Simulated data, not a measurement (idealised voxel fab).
This is a process module. Its name is voxel ribs on slabs.
Shown is cross-section cut, with a width of 270 nm and square cells of size 5 nm.
How to read a cross-section here: the picture is a grid of square cells, written as bands going from the top down, and any band can span one or more rows of cells.
Band entry format. Leading values: height of top, height of bottom, nm. Remainder: materials in left-to-right order, each with its width in nm. Special words: "full width" on a single material, which then fills the band edge to edge; "air", empty space.
Height is counted from the level 0, under which the received wafer is composed throughout of one material. The lowest of the bands is not closed at the bottom but continues downward, in the notation "0 and below".
The two numbers in a width such as "30 to 40" mark its ends across the band: the first belongs to the top row of cells, the second to the bottom row, and from each row to the next the width moves by the same amount.
Given "no modifications" for a step, no cell of the cross-section differs between before and after that step.
Entry "Sealed internal cavities" = empty spaces >= 8 cells with no open way to the top; each as width x height at distance, distance from left edge, all nm.
What comes after the settings on a step's line is commentary from the simulator itself on that step.
overlay nm: right-of-plan distance of the mask on a masked step; negative values mean left-of-plan.
PLANNED STEP LIST FOR THE PROCESS
1: RECEIVE [material Si]
2: DIRECTIONAL_DEP [material SiO2] [thk nm 30]
3: DIRECTIONAL_DEP [material polySi] [thk nm 25]
4: MASKED_ETCH [tone cover] [mask id RIB] [width nm 20] [etch materials polySi] [depth nm 5] [overlay nm -15]
5: MASKED_ETCH [tone cover] [mask id SLAB] [width nm 80] [etch materials polySi] [depth nm 20] [overlay nm 0]
6: FILL_DEP [material SiO2] [thk nm 30]
7: CMP [height nm 75]
8: DIRECTIONAL_DEP [material W] [thk nm 10]
9: PATTERN [tone cover] [mask id HEATER] [material resist] [width nm 30] [thk nm 15] [overlay nm 0]
10: DIRECTIONAL_ETCH [etch materials W] [depth nm 10]
11: STRIP [etch materials resist]
12: CONFORMAL_DEP [material SiO2] [thk nm 10]
varied across the wafers: overlay nm of step 4. The plan shows the first wafer's value. All wafers start alike
AS-RECEIVED STATE AFTER STEP 1, FIRST OF SEVERAL WAFERS, CROSS-SECTION
* 0 and below  Si full width
* Sealed internal cavities: none
PER WAFER (ROW), END OF MODULE: DELTA IN CELLS PER MATERIAL SINCE RECEIPT, (+) FOR GAINED, (-) FOR LOST; CLOSED VOIDS AFTER THAT
overlay nm -15 | +858 SiO2 | +12 W | +68 polySi | Sealed internal cavities: none
overlay nm -10 | +858 SiO2 | +12 W | +68 polySi | Sealed internal cavities: none
overlay nm -5 | +858 SiO2 | +12 W | +68 polySi | Sealed internal cavities: none
overlay nm 0 | +858 SiO2 | +12 W | +68 polySi | Sealed internal cavities: none
overlay nm 5 | +858 SiO2 | +12 W | +68 polySi | Sealed internal cavities: none
overlay nm 10 | +858 SiO2 | +12 W | +68 polySi | Sealed internal cavities: none
overlay nm 15 | +858 SiO2 | +12 W | +68 polySi | Sealed internal cavities: none
